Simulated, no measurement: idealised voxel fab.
Process module, titled voxel wiring stack
Shown is cross-section cut, with a width of 290 nm and square cells of size 5 nm.
Format of a cross-section: grid, square cells. Given as bands. Order: top down. Band: one or more rows of cells.
In this notation a band is specified by the heights of its top and bottom, in that order and in nm, after which its materials appear from left to right, each paired with its width in nm. The word "full width" attached to a single material means that material fills the band from edge to edge; the word "empty" stands for empty space.
Ref level 0: as-received wafer is one material below here. Bottom band extends down with no lower bound ("z 0 and below").
You'd read "30 to 40" like this: the band's top row of cells is as wide as the first number, its bottom row is as wide as the second, and going down, every row changes width by the same amount as the row before did.
Step marked "no modification"? Then no cell in the cross-section changed in it.
Reported under the label "Closed void list" are the empty spaces having no open way to the top and comprising 8 cells or more; the notation for each is width x height at distance, in which the distance is measured from the left edge and all three values are in nm.
If you see something after the settings on a step's line, that's the simulator's own remark about that step.
overlay nm: on a step with a mask, how far right of its planned place the mask lay; negative means left.
So here's the lineup of process steps we planned:
1: RECEIVE (material Si)
2: CONFORMAL_DEP (material SiO2; thk nm 15)
3: DIRECTIONAL_DEP (material TiN; thk nm 5)
4: DIRECTIONAL_DEP (material W; thk nm 15)
5: DIRECTIONAL_DEP (material aC; thk nm 10)
6: PATTERN (tone cover; mask id METAL_1; material resist; width nm 25; pitch nm 50; thk nm 25; overlay nm 0)
7: DIRECTIONAL_ETCH (etch materials aC; depth nm 10)
8: STRIP (etch materials resist)
9: DIRECTIONAL_ETCH (etch materials W; depth nm 15)
10: DIRECTIONAL_ETCH (etch materials TiN; depth nm 5)
11: STRIP (etch materials aC)
12: FILL_DEP (material SiO2; thk nm 5)
13: CMP (height nm 35)
14: CONFORMAL_DEP (material SiCN; thk nm 5)
15: DIRECTIONAL_DEP (material SiO2; thk nm 20)
16: MASKED_ETCH (tone open; mask id PLUG_1; width nm 15; etch materials SiO2; depth nm 20; overlay nm 0)
17: MASKED_ETCH (tone open; mask id PLUG_1; width nm 15; etch materials SiCN; depth nm 5; overlay nm 0)
18: EPI (material Ru; thk nm 10)
19: EPI (material Ru; thk nm 10)
20: EPI (material Ru; thk nm 5)
21: CONFORMAL_DEP (material SiCN; thk nm 5)
22: DIRECTIONAL_DEP (material lowk; thk nm 25)
23: PATTERN (tone open; mask id METAL_2; material resist; width nm 25; pitch nm 50; thk nm 20; overlay nm 0)
24: DIRECTIONAL_ETCH (etch materials lowk; depth nm 25)
25: DIRECTIONAL_ETCH (etch materials SiCN; depth nm 5)
26: STRIP (etch materials resist)
27: CONFORMAL_DEP (material TiN; thk nm 5)
28: FILL_DEP (material Ru; thk nm 5)
29: CMP (height nm 90)
30: EPI (material Ru; thk nm 5)
31: FILL_DEP (material SiCN; thk nm 5)
32: DIRECTIONAL_DEP (material SiO2; thk nm 20)
33: DIRECTIONAL_DEP (material aC; thk nm 10)
34: PATTERN (tone open; mask id PLUG_2; material resist; width nm 15; pitch nm 50; thk nm 25; overlay nm 0)
35: DIRECTIONAL_ETCH (etch materials aC; depth nm 10)
36: STRIP (etch materials resist)
37: DIRECTIONAL_ETCH (etch materials SiO2; depth nm 20)
38: DIRECTIONAL_ETCH (etch materials SiCN; depth nm 5)
39: STRIP (etch materials aC)
40: EPI (material Ru; thk nm 10)
41: EPI (material Ru; thk nm 10)
42: EPI (material Ru; thk nm 5)
43: CONFORMAL_DEP (material SiCN; thk nm 5)
44: DIRECTIONAL_DEP (material SiO2; thk nm 25)
45: DIRECTIONAL_DEP (material aC; thk nm 15)
46: PATTERN (tone open; mask id METAL_3; material resist; width nm 25; pitch nm 50; thk nm 35; overlay nm 0)
47: DIRECTIONAL_ETCH (etch materials aC; depth nm 15)
48: STRIP (etch materials resist)
49: DIRECTIONAL_ETCH (etch materials SiO2; depth nm 25)
50: DIRECTIONAL_ETCH (etch materials SiCN; depth nm 5)
51: STRIP (etch materials aC)
52: CONFORMAL_DEP (material TiN; thk nm 5)
53: FILL_DEP (material Cu; thk nm 5)
54: CMP (height nm 150)
55: CONFORMAL_DEP (material SiN; thk nm 5)
as received, after step 1:
    z 0 and below: Si full width
    Closed void list: none
End state of the module in cross-section, given the above starting point and plan and one mistake in execution:
    z 155 to 150: SiN full width
    z 150 to 145: 110 nm TiN; 15 nm Cu; 35 nm TiN; 15 nm Cu; 115 nm TiN
    z 145 to 125: 105 nm SiO2; 5 nm TiN; 15 nm Cu; 5 nm TiN; 25 nm SiO2; 5 nm TiN; 15 nm Cu; 5 nm TiN; 110 nm SiO2
    z 125 to 120: 105 nm SiCN; 25 nm TiN; 25 nm SiCN; 25 nm TiN; 110 nm SiCN
    z 120 to 100: 105 nm SiO2; 15 nm Ru; 35 nm SiO2; 15 nm Ru; 120 nm SiO2
    z 100 to 90: 105 to 100 nm SiCN; 15 to 35 nm Ru; 35 to 15 nm SiCN; 15 to 35 nm Ru; 120 to 105 nm SiCN
    z 90 to 65: 105 nm lowk; 5 nm TiN; 15 nm Ru; 5 nm TiN; 25 nm lowk; 5 nm TiN; 15 nm Ru; 5 nm TiN; 110 nm lowk
    z 65 to 60: 105 nm SiCN; 25 nm TiN; 25 nm SiCN; 25 nm TiN; 110 nm SiCN
    z 60 to 40: 105 nm SiO2; 15 nm Ru; 170 nm SiO2
    z 40 to 35: 105 nm SiCN; 15 nm Ru; 170 nm SiCN
    z 35 to 20: 105 nm SiO2; 25 nm W; 25 nm SiO2; 25 nm W; 110 nm SiO2
    z 20 to 15: 105 nm SiO2; 25 nm TiN; 25 nm SiO2; 25 nm TiN; 110 nm SiO2
    z 15 to 0: SiO2 full width
    z 0 and below: Si full width
    Closed void list: none
What broke from the plan during processing? heads up, step 44 didn't go per plan, it actually ran as DIRECTIONAL_DEP (material SiO2; thk nm 20)
